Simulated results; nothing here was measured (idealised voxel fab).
Title: Process Module voxel wiring stack
Section shown: cut. Width: 175 nm. Cell size: 5 nm, square.
Throughout this document, each cross-section is represented as a grid of square cells and is presented as a sequence of bands enumerated from the top downward, where a band comprises one or more rows of cells. Read a band's entry like this: the first values are the height of its top and the height of its bottom in nm, and what follows is the sequence of materials from left to right, each with its width in nm. Note that "empty" is empty space, and that a single material marked "full width" reaches across the band from edge to edge. The level at which height equals 0 is the one under which the wafer, as it arrives, is entirely one material. No lower edge exists for the bottom band, which continues downward and is notated as in "0 down". Quick explanation for "30->40": the width changes in equal steps down the rows of cells, from the first number in the band's top row to the second number in its bottom row. Step marked "everything unchanged"? Then no cell in the cross-section changed in it. "Enclosed internal voids" enumerates empty spaces isolated from the top, with no open way to it, that contain at least 8 cells, giving each as width x height at distance from the left edge, all three in nm. Step line, after settings: the simulator's comment on this step. overlay nm: on a step with a mask, how far right of its planned place the mask lay; negative means left.

The steps planned for the process are as follows:
1 RECEIVE, material Si
2 CONFORMAL_DEP, material SiO2, thk nm 15
3 DIRECTIONAL_DEP, material TiN, thk nm 5
4 DIRECTIONAL_DEP, material Ru, thk nm 15
5 MASKED_ETCH, tone cover, mask id METAL_1, width nm 25, pitch nm 55, etch materials Ru, depth nm 15, overlay nm 0
6 MASKED_ETCH, tone cover, mask id METAL_1, width nm 25, pitch nm 55, etch materials TiN, depth nm 5, overlay nm 0
7 FILL_DEP, material lowk, thk nm 5
8 CMP, height nm 35
9 CONFORMAL_DEP, material SiCN, thk nm 5
10 DIRECTIONAL_DEP, material lowk, thk nm 10
11 DIRECTIONAL_DEP, material aC, thk nm 15
12 PATTERN, tone open, mask id PLUG_1, material resist, width nm 15, pitch nm 55, thk nm 30, overlay nm 0
13 DIRECTIONAL_ETCH, etch materials aC, depth nm 15
14 STRIP, etch materials resist
15 DIRECTIONAL_ETCH, etch materials lowk, depth nm 10
16 DIRECTIONAL_ETCH, etch materials SiCN, depth nm 5
17 STRIP, etch materials aC
18 CONFORMAL_DEP, material TiN, thk nm 5
19 FILL_DEP, material Ru, thk nm 5
20 CMP, height nm 50
21 CONFORMAL_DEP, material SiCN, thk nm 5
22 DIRECTIONAL_DEP, material SiO2, thk nm 15
23 PATTERN, tone open, mask id METAL_2, material resist, width nm 25, pitch nm 55, thk nm 15, overlay nm 0
24 DIRECTIONAL_ETCH, etch materials SiO2, depth nm 15
25 DIRECTIONAL_ETCH, etch materials SiCN, depth nm 5
26 STRIP, etch materials resist
27 CONFORMAL_DEP, material TiN, thk nm 5
28 FILL_DEP, material Ru, thk nm 5
29 CMP, height nm 70
30 CONFORMAL_DEP, material SiCN, thk nm 5
31 DIRECTIONAL_DEP, material SiO2, thk nm 30
32 MASKED_ETCH, tone open, mask id METAL_3_HOLES, width nm 15, etch materials SiO2, depth nm 30, overlay nm 0
33 MASKED_ETCH, tone open, mask id METAL_3, width nm 25, pitch nm 55, etch materials SiO2, depth nm 15, overlay nm 0
34 MASKED_ETCH, tone open, mask id METAL_3, width nm 25, pitch nm 55, etch materials SiCN, depth nm 5, overlay nm 0
35 CONFORMAL_DEP, material TiN, thk nm 5
36 FILL_DEP, material Ru, thk nm 5
37 CMP, height nm 105
38 CONFORMAL_DEP, material SiCN, thk nm 5

First wafer of two (run as planned):

Cross-section of the wafer at receipt, which is the condition after step 1:
* 0 down | Si full width
* Enclosed internal voids: none

You're looking at a cross-section of the wafer after step 2:
* 15 to 0 | SiO2 full width
* Anything lower than 0 is untouched.

You're looking at a cross-section of the wafer after step 3:
* 20 to 15 | TiN full width
* Anything lower than 15 is untouched.

You're looking at a cross-section of the wafer after step 4:
* 35 to 20 | Ru full width
* Anything lower than 20 is untouched.

You're looking at a cross-section of the wafer after step 5:
* 35 to 20 | 45 empty, then 25 Ru, then 30 empty, then 25 Ru, then 50 empty
* Anything lower than 20 is untouched.

You're looking at a cross-section of the wafer after step 6:
* 35 to 20 | 45 empty, then 25 Ru, then 30 empty, then 25 Ru, then 50 empty
* 20 to 15 | 45 empty, then 25 TiN, then 30 empty, then 25 TiN, then 50 empty
* Anything lower than 15 is untouched.

You're looking at a cross-section of the wafer after step 7:
* 40 to 35 | lowk full width
* 35 to 20 | 45 lowk, then 25 Ru, then 30 lowk, then 25 Ru, then 50 lowk
* 20 to 15 | 45 lowk, then 25 TiN, then 30 lowk, then 25 TiN, then 50 lowk
* Anything lower than 15 is untouched.

You're looking at a cross-section of the wafer after step 8:
* 35 to 20 | 45 lowk, then 25 Ru, then 30 lowk, then 25 Ru, then 50 lowk
* Anything lower than 20 is untouched.

You're looking at a cross-section of the wafer after step 9:
* 40 to 35 | SiCN full width
* Anything lower than 35 is untouched.

You're looking at a cross-section of the wafer after step 10:
* 50 to 40 | lowk full width
* Anything lower than 40 is untouched.

You're looking at a cross-section of the wafer after step 11:
* 65 to 50 | aC full width
* Anything lower than 50 is untouched.

You're looking at a cross-section of the wafer after step 12:
* 95 to 65 | 45 resist, then 15 empty, then 40 resist, then 15 empty, then 60 resist
* Anything lower than 65 is untouched.

You're looking at a cross-section of the wafer after step 13:
* 80 to 65 | 45 resist, then 15 empty, then 40 resist, then 15 empty, then 60 resist
* 65 to 50 | 45 aC, then 15 empty, then 40 aC, then 15 empty, then 60 aC
* Anything lower than 50 is untouched.

You're looking at a cross-section of the wafer after step 14:
* 65 to 50 | 45 aC, then 15 empty, then 40 aC, then 15 empty, then 60 aC
* Anything lower than 50 is untouched.

You're looking at a cross-section of the wafer after step 15:
* 65 to 50 | 45 aC, then 15 empty, then 40 aC, then 15 empty, then 60 aC
* 50 to 40 | 45 lowk, then 15 empty, then 40 lowk, then 15 empty, then 60 lowk
* Anything lower than 40 is untouched.

You're looking at a cross-section of the wafer after step 16:
* 65 to 50 | 45 aC, then 15 empty, then 40 aC, then 15 empty, then 60 aC
* 50 to 40 | 45 lowk, then 15 empty, then 40 lowk, then 15 empty, then 60 lowk
* 40 to 35 | 45 SiCN, then 15 empty, then 40 SiCN, then 15 empty, then 60 SiCN
* Anything lower than 35 is untouched.

You're looking at a cross-section of the wafer after step 17:
* 50 to 40 | 45 lowk, then 15 empty, then 40 lowk, then 15 empty, then 60 lowk
* Anything lower than 40 is untouched.

You're looking at a cross-section of the wafer after step 18:
* 55 to 50 | 50 TiN, then 5 empty, then 50 TiN, then 5 empty, then 65 TiN
* 50 to 40 | 45 lowk, then 5 TiN, then 5 empty, then 5 TiN, then 40 lowk, then 5 TiN, then 5 empty, then 5 TiN, then 60 lowk
* 40 to 35 | 45 SiCN, then 15 TiN, then 40 SiCN, then 15 TiN, then 60 SiCN
* Anything lower than 35 is untouched.

You're looking at a cross-section of the wafer after step 19:
* 60 to 55 | Ru full width
* 55 to 50 | 50 TiN, then 5 Ru, then 50 TiN, then 5 Ru, then 65 TiN
* 50 to 40 | 45 lowk, then 5 TiN, then 5 Ru, then 5 TiN, then 40 lowk, then 5 TiN, then 5 Ru, then 5 TiN, then 60 lowk
* Anything lower than 40 is untouched.

You're looking at a cross-section of the wafer after step 20:
* 50 to 40 | 45 lowk, then 5 TiN, then 5 Ru, then 5 TiN, then 40 lowk, then 5 TiN, then 5 Ru, then 5 TiN, then 60 lowk
* Anything lower than 40 is untouched.

You're looking at a cross-section of the wafer after step 21:
* 55 to 50 | SiCN full width
* Anything lower than 50 is untouched.

You're looking at a cross-section of the wafer after step 22:
* 70 to 55 | SiO2 full width
* Anything lower than 55 is untouched.

You're looking at a cross-section of the wafer after step 23:
* 85 to 70 | 45 resist, then 25 empty, then 30 resist, then 25 empty, then 50 resist
* Anything lower than 70 is untouched.

You're looking at a cross-section of the wafer after step 24:
* 85 to 70 | 45 resist, then 25 empty, then 30 resist, then 25 empty, then 50 resist
* 70 to 55 | 45 SiO2, then 25 empty, then 30 SiO2, then 25 empty, then 50 SiO2
* Anything lower than 55 is untouched.

You're looking at a cross-section of the wafer after step 25:
* 85 to 70 | 45 resist, then 25 empty, then 30 resist, then 25 empty, then 50 resist
* 70 to 55 | 45 SiO2, then 25 empty, then 30 SiO2, then 25 empty, then 50 SiO2
* 55 to 50 | 45 SiCN, then 25 empty, then 30 SiCN, then 25 empty, then 50 SiCN
* Anything lower than 50 is untouched.

You're looking at a cross-section of the wafer after step 26:
* 70 to 55 | 45 SiO2, then 25 empty, then 30 SiO2, then 25 empty, then 50 SiO2
* Anything lower than 55 is untouched.

You're looking at a cross-section of the wafer after step 27:
* 75 to 70 | 50 TiN, then 15 empty, then 40 TiN, then 15 empty, then 55 TiN
* 70 to 55 | 45 SiO2, then 5 TiN, then 15 empty, then 5 TiN, then 30 SiO2, then 5 TiN, then 15 empty, then 5 TiN, then 50 SiO2
* 55 to 50 | 45 SiCN, then 25 TiN, then 30 SiCN, then 25 TiN, then 50 SiCN
* Anything lower than 50 is untouched.

You're looking at a cross-section of the wafer after step 28:
* 80 to 75 | Ru full width
* 75 to 70 | 50 TiN, then 15 Ru, then 40 TiN, then 15 Ru, then 55 TiN
* 70 to 55 | 45 SiO2, then 5 TiN, then 15 Ru, then 5 TiN, then 30 SiO2, then 5 TiN, then 15 Ru, then 5 TiN, then 50 SiO2
* Anything lower than 55 is untouched.

You're looking at a cross-section of the wafer after step 29:
* 70 to 55 | 45 SiO2, then 5 TiN, then 15 Ru, then 5 TiN, then 30 SiO2, then 5 TiN, then 15 Ru, then 5 TiN, then 50 SiO2
* Anything lower than 55 is untouched.

You're looking at a cross-section of the wafer after step 30:
* 75 to 70 | SiCN full width
* Anything lower than 70 is untouched.

You're looking at a cross-section of the wafer after step 31:
* 105 to 75 | SiO2 full width
* Anything lower than 75 is untouched.

You're looking at a cross-section of the wafer after step 32:
* 105 to 75 | 45 SiO2, then 15 empty, then 115 SiO2
* Anything lower than 75 is untouched.

You're looking at a cross-section of the wafer after step 33:
* 105 to 90 | 45 SiO2, then 25 empty, then 30 SiO2, then 25 empty, then 50 SiO2
* Anything lower than 90 is untouched.

You're looking at a cross-section of the wafer after step 34:
* 105 to 90 | 45 SiO2, then 25 empty, then 30 SiO2, then 25 empty, then 50 SiO2
* 90 to 75 | 45 SiO2, then 15 empty, then 115 SiO2
* 75 to 70 | 45 SiCN, then 15 empty, then 115 SiCN
* Anything lower than 70 is untouched.

You're looking at a cross-section of the wafer after step 35:
* 110 to 105 | 50 TiN, then 15 empty, then 40 TiN, then 15 empty, then 55 TiN
* 105 to 95 | 45 SiO2, then 5 TiN, then 15 empty, then 5 TiN, then 30 SiO2, then 5 TiN, then 15 empty, then 5 TiN, then 50 SiO2
* 95 to 90 | 45 SiO2, then 5 TiN, then 5 empty, then 15 TiN, then 30 SiO2, then 25 TiN, then 50 SiO2
* 90 to 75 | 45 SiO2, then 5 TiN, then 5 empty, then 5 TiN, then 115 SiO2
* 75 to 70 | 45 SiCN, then 15 TiN, then 115 SiCN
* Anything lower than 70 is untouched.

You're looking at a cross-section of the wafer after step 36:
* 115 to 110 | Ru full width
* 110 to 105 | 50 TiN, then 15 Ru, then 40 TiN, then 15 Ru, then 55 TiN
* 105 to 95 | 45 SiO2, then 5 TiN, then 15 Ru, then 5 TiN, then 30 SiO2, then 5 TiN, then 15 Ru, then 5 TiN, then 50 SiO2
* 95 to 90 | 45 SiO2, then 5 TiN, then 5 Ru, then 15 TiN, then 30 SiO2, then 25 TiN, then 50 SiO2
* 90 to 75 | 45 SiO2, then 5 TiN, then 5 Ru, then 5 TiN, then 115 SiO2
* Anything lower than 75 is untouched.

You're looking at a cross-section of the wafer after step 37:
* 105 to 95 | 45 SiO2, then 5 TiN, then 15 Ru, then 5 TiN, then 30 SiO2, then 5 TiN, then 15 Ru, then 5 TiN, then 50 SiO2
* Anything lower than 95 is untouched.

You're looking at a cross-section of the wafer after step 38:
* 110 to 105 | SiCN full width
* Anything lower than 105 is untouched.

Wafer two. Same start, same plan, one slip in execution. Same as wafer one through step 1, inclusive:

Second wafer cross-section, taken as of the time the plan sets for step 2 to be done:
* 5 to 0 | TiN full width
* Anything lower than 0 is untouched.

Second wafer cross-section, taken as of the time the plan sets for step 3 to be done:
* 20 to 5 | SiO2 full width
* Anything lower than 5 is untouched.

Second wafer cross-section, taken as of the time the plan sets for step 4 to be done:
* 35 to 20 | Ru full width
* Anything lower than 20 is untouched.

Second wafer cross-section, taken as of the time the plan sets for step 5 to be done:
* 35 to 20 | 45 empty, then 25 Ru, then 30 empty, then 25 Ru, then 50 empty
* Anything lower than 20 is untouched.

Second wafer cross-section, taken as of the time the plan sets for step 6 to be done: everything unchanged

Second wafer cross-section, taken as of the time the plan sets for step 7 to be done:
* 40 to 35 | lowk full width
* 35 to 20 | 45 lowk, then 25 Ru, then 30 lowk, then 25 Ru, then 50 lowk
* Anything lower than 20 is untouched.

Second wafer cross-section, taken as of the time the plan sets for step 8 to be done:
* 35 to 20 | 45 lowk, then 25 Ru, then 30 lowk, then 25 Ru, then 50 lowk
* Anything lower than 20 is untouched.

Second wafer cross-section, taken as of the time the plan sets for step 9 to be done:
* 40 to 35 | SiCN full width
* Anything lower than 35 is untouched.

Second wafer cross-section, taken as of the time the plan sets for step 10 to be done:
* 50 to 40 | lowk full width
* Anything lower than 40 is untouched.

Second wafer cross-section, taken as of the time the plan sets for step 11 to be done:
* 65 to 50 | aC full width
* Anything lower than 50 is untouched.

Second wafer cross-section, taken as of the time the plan sets for step 12 to be done:
* 95 to 65 | 45 resist, then 15 empty, then 40 resist, then 15 empty, then 60 resist
* Anything lower than 65 is untouched.

Second wafer cross-section, taken as of the time the plan sets for step 13 to be done:
* 80 to 65 | 45 resist, then 15 empty, then 40 resist, then 15 empty, then 60 resist
* 65 to 50 | 45 aC, then 15 empty, then 40 aC, then 15 empty, then 60 aC
* Anything lower than 50 is untouched.

Second wafer cross-section, taken as of the time the plan sets for step 14 to be done:
* 65 to 50 | 45 aC, then 15 empty, then 40 aC, then 15 empty, then 60 aC
* Anything lower than 50 is untouched.

Second wafer cross-section, taken as of the time the plan sets for step 15 to be done:
* 65 to 50 | 45 aC, then 15 empty, then 40 aC, then 15 empty, then 60 aC
* 50 to 40 | 45 lowk, then 15 empty, then 40 lowk, then 15 empty, then 60 lowk
* Anything lower than 40 is untouched.

Second wafer cross-section, taken as of the time the plan sets for step 16 to be done:
* 65 to 50 | 45 aC, then 15 empty, then 40 aC, then 15 empty, then 60 aC
* 50 to 40 | 45 lowk, then 15 empty, then 40 lowk, then 15 empty, then 60 lowk
* 40 to 35 | 45 SiCN, then 15 empty, then 40 SiCN, then 15 empty, then 60 SiCN
* Anything lower than 35 is untouched.

Second wafer cross-section, taken as of the time the plan sets for step 17 to be done:
* 50 to 40 | 45 lowk, then 15 empty, then 40 lowk, then 15 empty, then 60 lowk
* Anything lower than 40 is untouched.

Second wafer cross-section, taken as of the time the plan sets for step 18 to be done:
* 55 to 50 | 50 TiN, then 5 empty, then 50 TiN, then 5 empty, then 65 TiN
* 50 to 40 | 45 lowk, then 5 TiN, then 5 empty, then 5 TiN, then 40 lowk, then 5 TiN, then 5 empty, then 5 TiN, then 60 lowk
* 40 to 35 | 45 SiCN, then 15 TiN, then 40 SiCN, then 15 TiN, then 60 SiCN
* Anything lower than 35 is untouched.

Second wafer cross-section, taken as of the time the plan sets for step 19 to be done:
* 60 to 55 | Ru full width
* 55 to 50 | 50 TiN, then 5 Ru, then 50 TiN, then 5 Ru, then 65 TiN
* 50 to 40 | 45 lowk, then 5 TiN, then 5 Ru, then 5 TiN, then 40 lowk, then 5 TiN, then 5 Ru, then 5 TiN, then 60 lowk
* Anything lower than 40 is untouched.

Second wafer cross-section, taken as of the time the plan sets for step 20 to be done:
* 50 to 40 | 45 lowk, then 5 TiN, then 5 Ru, then 5 TiN, then 40 lowk, then 5 TiN, then 5 Ru, then 5 TiN, then 60 lowk
* Anything lower than 40 is untouched.

Second wafer cross-section, taken as of the time the plan sets for step 21 to be done:
* 55 to 50 | SiCN full width
* Anything lower than 50 is untouched.

Second wafer cross-section, taken as of the time the plan sets for step 22 to be done:
* 70 to 55 | SiO2 full width
* Anything lower than 55 is untouched.

Second wafer cross-section, taken as of the time the plan sets for step 23 to be done:
* 85 to 70 | 45 resist, then 25 empty, then 30 resist, then 25 empty, then 50 resist
* Anything lower than 70 is untouched.

Second wafer cross-section, taken as of the time the plan sets for step 24 to be done:
* 85 to 70 | 45 resist, then 25 empty, then 30 resist, then 25 empty, then 50 resist
* 70 to 55 | 45 SiO2, then 25 empty, then 30 SiO2, then 25 empty, then 50 SiO2
* Anything lower than 55 is untouched.

Second wafer cross-section, taken as of the time the plan sets for step 25 to be done:
* 85 to 70 | 45 resist, then 25 empty, then 30 resist, then 25 empty, then 50 resist
* 70 to 55 | 45 SiO2, then 25 empty, then 30 SiO2, then 25 empty, then 50 SiO2
* 55 to 50 | 45 SiCN, then 25 empty, then 30 SiCN, then 25 empty, then 50 SiCN
* Anything lower than 50 is untouched.

Second wafer cross-section, taken as of the time the plan sets for step 26 to be done:
* 70 to 55 | 45 SiO2, then 25 empty, then 30 SiO2, then 25 empty, then 50 SiO2
* Anything lower than 55 is untouched.

Second wafer cross-section, taken as of the time the plan sets for step 27 to be done:
* 75 to 70 | 50 TiN, then 15 empty, then 40 TiN, then 15 empty, then 55 TiN
* 70 to 55 | 45 SiO2, then 5 TiN, then 15 empty, then 5 TiN, then 30 SiO2, then 5 TiN, then 15 empty, then 5 TiN, then 50 SiO2
* 55 to 50 | 45 SiCN, then 25 TiN, then 30 SiCN, then 25 TiN, then 50 SiCN
* Anything lower than 50 is untouched.

Second wafer cross-section, taken as of the time the plan sets for step 28 to be done:
* 80 to 75 | Ru full width
* 75 to 70 | 50 TiN, then 15 Ru, then 40 TiN, then 15 Ru, then 55 TiN
* 70 to 55 | 45 SiO2, then 5 TiN, then 15 Ru, then 5 TiN, then 30 SiO2, then 5 TiN, then 15 Ru, then 5 TiN, then 50 SiO2
* Anything lower than 55 is untouched.

Second wafer cross-section, taken as of the time the plan sets for step 29 to be done:
* 70 to 55 | 45 SiO2, then 5 TiN, then 15 Ru, then 5 TiN, then 30 SiO2, then 5 TiN, then 15 Ru, then 5 TiN, then 50 SiO2
* Anything lower than 55 is untouched.

Second wafer cross-section, taken as of the time the plan sets for step 30 to be done:
* 75 to 70 | SiCN full width
* Anything lower than 70 is untouched.

Second wafer cross-section, taken as of the time the plan sets for step 31 to be done:
* 105 to 75 | SiO2 full width
* Anything lower than 75 is untouched.

Second wafer cross-section, taken as of the time the plan sets for step 32 to be done:
* 105 to 75 | 45 SiO2, then 15 empty, then 115 SiO2
* Anything lower than 75 is untouched.

Second wafer cross-section, taken as of the time the plan sets for step 33 to be done:
* 105 to 90 | 45 SiO2, then 25 empty, then 30 SiO2, then 25 empty, then 50 SiO2
* Anything lower than 90 is untouched.

Second wafer cross-section, taken as of the time the plan sets for step 34 to be done:
* 105 to 90 | 45 SiO2, then 25 empty, then 30 SiO2, then 25 empty, then 50 SiO2
* 90 to 75 | 45 SiO2, then 15 empty, then 115 SiO2
* 75 to 70 | 45 SiCN, then 15 empty, then 115 SiCN
* Anything lower than 70 is untouched.

Second wafer cross-section, taken as of the time the plan sets for step 35 to be done:
* 110 to 105 | 50 TiN, then 15 empty, then 40 TiN, then 15 empty, then 55 TiN
* 105 to 95 | 45 SiO2, then 5 TiN, then 15 empty, then 5 TiN, then 30 SiO2, then 5 TiN, then 15 empty, then 5 TiN, then 50 SiO2
* 95 to 90 | 45 SiO2, then 5 TiN, then 5 empty, then 15 TiN, then 30 SiO2, then 25 TiN, then 50 SiO2
* 90 to 75 | 45 SiO2, then 5 TiN, then 5 empty, then 5 TiN, then 115 SiO2
* 75 to 70 | 45 SiCN, then 15 TiN, then 115 SiCN
* Anything lower than 70 is untouched.

Second wafer cross-section, taken as of the time the plan sets for step 36 to be done:
* 115 to 110 | Ru full width
* 110 to 105 | 50 TiN, then 15 Ru, then 40 TiN, then 15 Ru, then 55 TiN
* 105 to 95 | 45 SiO2, then 5 TiN, then 15 Ru, then 5 TiN, then 30 SiO2, then 5 TiN, then 15 Ru, then 5 TiN, then 50 SiO2
* 95 to 90 | 45 SiO2, then 5 TiN, then 5 Ru, then 15 TiN, then 30 SiO2, then 25 TiN, then 50 SiO2
* 90 to 75 | 45 SiO2, then 5 TiN, then 5 Ru, then 5 TiN, then 115 SiO2
* Anything lower than 75 is untouched.

Second wafer cross-section, taken as of the time the plan sets for step 37 to be done:
* 105 to 95 | 45 SiO2, then 5 TiN, then 15 Ru, then 5 TiN, then 30 SiO2, then 5 TiN, then 15 Ru, then 5 TiN, then 50 SiO2
* Anything lower than 95 is untouched.

Second wafer cross-section, taken as of the time the plan sets for step 38 to be done:
* 110 to 105 | SiCN full width
* Anything lower than 105 is untouched.
Nonconformance to the process plan: the run placed steps 2 and 3 each in the position the plan gave to the other
The second wafer ends with more or fewer cells of some materials than the first, per final count: TiN: 25 more, lowk: 25 fewer
